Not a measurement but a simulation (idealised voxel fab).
Process module in this document: voxel gate over fins
205 nm wide, 5 nm square cells: that's cross-section cut.
A cross-section is a grid of square cells, given in bands from the top down. A band is one or more rows of cells. In this notation a band is specified by the heights of its top and bottom, in that order and in nm, after which its materials appear from left to right, each paired with its width in nm. The word "edge to edge" attached to a single material means that material fills the band from edge to edge; the word "blank" stands for empty space. Height 0 is the level under which the wafer as received is all one material. The lowest band goes on downwards, as in "from 0 down". With a width like "30 to 40", each row of cells in the band differs from the next by the same amount, the top row carrying the first number and the bottom row the second. "left unchanged" means the step left every cell of the cross-section as it was. "Closed void inventory" enumerates empty spaces isolated from the top, with no open way to it, that contain at least 8 cells, giving each as width x height at distance from the left edge, all three in nm. Past the settings on a step's line: simulator remark, on that step. The "overlay nm" setting may appear on a step's line; for a step that uses a mask, it gives how far to the right of its planned position the mask lay, and a negative value indicates the left.

Plan:
1. RECEIVE: material Si
2. CONFORMAL_DEP: material SiN, thk nm 5
3. DIRECTIONAL_DEP: material aC, thk nm 15
4. PATTERN: tone cover, mask id FINS, material resist, width nm 15, pitch nm 40, thk nm 30, overlay nm -15
5. DIRECTIONAL_ETCH: etch materials aC, depth nm 15
6. STRIP: etch materials resist
7. DIRECTIONAL_ETCH: etch materials SiN, depth nm 5
8. DIRECTIONAL_ETCH: etch materials Si, depth nm 30
9. STRIP: etch materials aC
10. FILL_DEP: material SiO2, thk nm 10
11. CMP: height nm 5
12. SELECTIVE_ETCH: etch materials SiO2, depth nm 20
13. STRIP: etch materials SiN
14. CONFORMAL_DEP: material HfO2, thk nm 5
15. CONFORMAL_DEP: material TiN, thk nm 5
16. CONFORMAL_DEP: material TiAl, thk nm 5
17. CONFORMAL_DEP: material TiN, thk nm 5
18. FILL_DEP: material W, thk nm 10
19. CMP: height nm 25
20. CONFORMAL_DEP: material SiCN, thk nm 5
Across this set of wafers, the varied parameter is the overlay nm of step 4. Starting conditions are identical for every wafer, and the plan reports the value assigned to the first wafer.

Cross-section, first of several wafers, as delivered after step 1:
	from 0 down = Si edge to edge
	Closed void inventory: none

Post step 20, the closing step of the module: first of several wafers, cross-sectioned:
	from 30 to 25 = SiCN edge to edge
	from 25 to 20 = W edge to edge
	from 20 to 15 = 175 nm TiN | 30 nm W
	from 15 to 10 = 5 nm TiN | 165 nm TiAl | 5 nm TiN | 30 nm W
	from 10 to 5 = 5 nm TiN | 5 nm TiAl | 35 nm TiN | 5 nm TiAl | 35 nm TiN | 5 nm TiAl | 35 nm TiN | 5 nm TiAl | 35 nm TiN | 5 nm TiAl | 5 nm TiN | 30 nm W
	from 5 to 0 = 5 nm TiN | 5 nm TiAl | 5 nm TiN | 25 nm HfO2 | 5 nm TiN | 5 nm TiAl | 5 nm TiN | 25 nm HfO2 | 5 nm TiN | 5 nm TiAl | 5 nm TiN | 25 nm HfO2 | 5 nm TiN | 5 nm TiAl | 5 nm TiN | 25 nm HfO2 | 5 nm TiN | 5 nm TiAl | 35 nm TiN
	from 0 to -5 = 10 nm TiAl | 5 nm TiN | 5 nm HfO2 | 15 nm Si | 5 nm HfO2 | 5 nm TiN | 5 nm TiAl | 5 nm TiN | 5 nm HfO2 | 15 nm Si | 5 nm HfO2 | 5 nm TiN | 5 nm TiAl | 5 nm TiN | 5 nm HfO2 | 15 nm Si | 5 nm HfO2 | 5 nm TiN | 5 nm TiAl | 5 nm TiN | 5 nm HfO2 | 15 nm Si | 5 nm HfO2 | 5 nm TiN | 40 nm TiAl
	from -5 to -10 = 15 nm TiN | 5 nm HfO2 | 15 nm Si | 5 nm HfO2 | 15 nm TiN | 5 nm HfO2 | 15 nm Si | 5 nm HfO2 | 15 nm TiN | 5 nm HfO2 | 15 nm Si | 5 nm HfO2 | 15 nm TiN | 5 nm HfO2 | 15 nm Si | 5 nm HfO2 | 45 nm TiN
	from -10 to -15 = 20 nm HfO2 | 15 nm Si | 25 nm HfO2 | 15 nm Si | 25 nm HfO2 | 15 nm Si | 25 nm HfO2 | 15 nm Si | 50 nm HfO2
	from -15 to -30 = 20 nm SiO2 | 15 nm Si | 25 nm SiO2 | 15 nm Si | 25 nm SiO2 | 15 nm Si | 25 nm SiO2 | 15 nm Si | 50 nm SiO2
	from -30 down = Si edge to edge
	Closed void inventory: none

End of module, last wafer sectioned:
	from 30 to 25 = SiCN edge to edge
	from 25 to 20 = W edge to edge
	from 20 to 15 = 30 nm W | 175 nm TiN
	from 15 to 10 = 30 nm W | 5 nm TiN | 165 nm TiAl | 5 nm TiN
	from 10 to 5 = 30 nm W | 5 nm TiN | 5 nm TiAl | 35 nm TiN | 5 nm TiAl | 35 nm TiN | 5 nm TiAl | 35 nm TiN | 5 nm TiAl | 35 nm TiN | 5 nm TiAl | 5 nm TiN
	from 5 to 0 = 35 nm TiN | 5 nm TiAl | 5 nm TiN | 25 nm HfO2 | 5 nm TiN | 5 nm TiAl | 5 nm TiN | 25 nm HfO2 | 5 nm TiN | 5 nm TiAl | 5 nm TiN | 25 nm HfO2 | 5 nm TiN | 5 nm TiAl | 5 nm TiN | 25 nm HfO2 | 5 nm TiN | 5 nm TiAl | 5 nm TiN
	from 0 to -5 = 40 nm TiAl | 5 nm TiN | 5 nm HfO2 | 15 nm Si | 5 nm HfO2 | 5 nm TiN | 5 nm TiAl | 5 nm TiN | 5 nm HfO2 | 15 nm Si | 5 nm HfO2 | 5 nm TiN | 5 nm TiAl | 5 nm TiN | 5 nm HfO2 | 15 nm Si | 5 nm HfO2 | 5 nm TiN | 5 nm TiAl | 5 nm TiN | 5 nm HfO2 | 15 nm Si | 5 nm HfO2 | 5 nm TiN | 10 nm TiAl
	from -5 to -10 = 45 nm TiN | 5 nm HfO2 | 15 nm Si | 5 nm HfO2 | 15 nm TiN | 5 nm HfO2 | 15 nm Si | 5 nm HfO2 | 15 nm TiN | 5 nm HfO2 | 15 nm Si | 5 nm HfO2 | 15 nm TiN | 5 nm HfO2 | 15 nm Si | 5 nm HfO2 | 15 nm TiN
	from -10 to -15 = 50 nm HfO2 | 15 nm Si | 25 nm HfO2 | 15 nm Si | 25 nm HfO2 | 15 nm Si | 25 nm HfO2 | 15 nm Si | 20 nm HfO2
	from -15 to -30 = 50 nm SiO2 | 15 nm Si | 25 nm SiO2 | 15 nm Si | 25 nm SiO2 | 15 nm Si | 25 nm SiO2 | 15 nm Si | 20 nm SiO2
	from -30 down = Si edge to edge
	Closed void inventory: none

Each wafer at the end: cells of each material gained (+) or lost (-) since it was received, then its closed voids:
overlay nm -15, +65 HfO2, -174 Si, +41 SiCN, +87 SiO2, +56 TiAl, +112 TiN, +59 W, Closed void inventory: none
overlay nm -10, +65 HfO2, -174 Si, +41 SiCN, +87 SiO2, +56 TiAl, +112 TiN, +59 W, Closed void inventory: none
overlay nm -5, +65 HfO2, -174 Si, +41 SiCN, +87 SiO2, +56 TiAl, +112 TiN, +59 W, Closed void inventory: none
overlay nm 0, +65 HfO2, -174 Si, +41 SiCN, +87 SiO2, +56 TiAl, +112 TiN, +59 W, Closed void inventory: none
overlay nm 5, +65 HfO2, -174 Si, +41 SiCN, +87 SiO2, +56 TiAl, +112 TiN, +59 W, Closed void inventory: none
overlay nm 10, +65 HfO2, -174 Si, +41 SiCN, +87 SiO2, +56 TiAl, +112 TiN, +59 W, Closed void inventory: none
overlay nm 15, +65 HfO2, -174 Si, +41 SiCN, +87 SiO2, +56 TiAl, +112 TiN, +59 W, Closed void inventory: none
